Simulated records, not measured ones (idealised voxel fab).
process module | voxel fin reveal
cross-section cut | 215 nm wide | cells 5 nm
A cross-section is a grid of square cells, given in bands from the top down. A band is one or more rows of cells.
Each band's line starts with the height of the band's top and of its bottom, in nm. Then come its materials from left to right, each with its width in nm. One material with "throughout" fills the band from edge to edge. "air" is empty space.
Height 0 is the level under which the wafer as received is all one material. The lowest band goes on downwards, as in "0 down".
A width such as "30 to 40" changes by the same amount from each row of cells to the next, from the band's top row to its bottom row.
"no change" after a step means that no cell of the cross-section changed.
closed voids: empty space of 8 cells or more with no open way to the top, each as width x height at its distance from the left edge, in nm
after a step's settings: what the simulator itself notes on the step
overlay nm, on a step with a mask: how far to the right of its planned place the mask lay; to the left if negative
plan
1 op RECEIVE | material Si
2 op CONFORMAL_DEP | material SiN | thk nm 10
3 op MASKED_ETCH | tone cover | mask id FINS | width nm 15 | pitch nm 45 | etch materials SiN | depth nm 10 | overlay nm -15
4 op MASKED_ETCH | tone cover | mask id FINS | width nm 15 | pitch nm 45 | etch materials Si | depth nm 30 | overlay nm 0
5 op OXIDIZE | depth nm 5
6 op FILL_DEP | material SiO2 | thk nm 15
7 op CMP | height nm 10
8 op SELECTIVE_ETCH | etch materials SiO2 | depth nm 20
9 op STRIP | etch materials SiN
varied across the wafers: overlay nm of step 3. The plan shows the first wafer's value. All wafers start alike
first wafer as received, after step 1
  0 down: Si throughout
  closed voids: none
first wafer at the end, after step 9
  0 to -10: air 65 | Si 5 to 20 | air 40 to 25 | Si 5 to 20 | air 100 to 85
  -10 to -35: SiO2 65 | Si 20 | SiO2 25 | Si 20 | SiO2 85
  -35 down: Si throughout
  closed voids: none
last wafer at the end
  0 to -10: air 95 to 80 | Si 5 to 20 | air 40 to 25 | Si 5 to 20 | air 70
  -10 to -35: SiO2 80 | Si 20 | SiO2 25 | Si 20 | SiO2 70
  -35 down: Si throughout
  closed voids: none
each wafer at the end: cells of each material gained (+) or lost (-) since it was received, then its closed voids
overlay nm -15 | -251 Si | +175 SiO2 | closed voids: none
overlay nm -10 | -263 Si | +185 SiO2 | closed voids: none
overlay nm -5 | -275 Si | +195 SiO2 | closed voids: none
overlay nm 0 | -287 Si | +205 SiO2 | closed voids: none
overlay nm 5 | -275 Si | +195 SiO2 | closed voids: none
overlay nm 10 | -263 Si | +185 SiO2 | closed voids: none
overlay nm 15 | -251 Si | +175 SiO2 | closed voids: none
